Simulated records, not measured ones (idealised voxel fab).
process module | voxel local oxidation
cross-section cut | 300 nm wide | cells 5 nm
A cross-section is a grid of square cells, given in bands from the top down. A band is one or more rows of cells.
Each band's line starts with the height of the band's top and of its bottom, in nm. Then come its materials from left to right, each with its width in nm. One material with "throughout" fills the band from edge to edge. "air" is empty space.
Height 0 is the level under which the wafer as received is all one material. The lowest band goes on downwards, as in "0 down".
A width such as "30 to 40" changes by the same amount from each row of cells to the next, from the band's top row to its bottom row.
"no change" after a step means that no cell of the cross-section changed.
closed voids: empty space of 8 cells or more with no open way to the top, each as width x height at its distance from the left edge, in nm
after a step's settings: what the simulator itself notes on the step
overlay nm, on a step with a mask: how far to the right of its planned place the mask lay; to the left if negative
plan
1 op RECEIVE | material Si
2 op CONFORMAL_DEP | material SiO2 | thk nm 5
3 op CONFORMAL_DEP | material SiN | thk nm 15
4 op PATTERN | tone cover | mask id ACTIVE | material resist | width nm 105 | thk nm 20 | overlay nm 0
5 op DIRECTIONAL_ETCH | etch materials SiN | depth nm 15
6 op STRIP | etch materials resist
7 op SELECTIVE_ETCH | etch materials SiO2 | depth nm 5
8 op OXIDIZE | depth nm 10
9 op STRIP | etch materials SiN
as received, after step 1
  0 down: Si throughout
  closed voids: none
first wafer at the end, as planned
  5 to 0: air 100 | SiO2 95 | air 105
  0 to -10: SiO2 110 | Si 75 | SiO2 115
  -10 down: Si throughout
  closed voids: none
second wafer at the end: like start, like plan, one mistake
  5 to 0: air 105 | SiO2 90 | air 105
  0 to -10: SiO2 115 | Si 70 | SiO2 115
  -10 down: Si throughout
  closed voids: none
what went wrong: step 4 ran as: op PATTERN | tone cover | mask id ACTIVE | material resist | width nm 100 | thk nm 20 | overlay nm 0
at the end the second wafer has, in cells: 2 fewer of Si | 1 more of SiO2
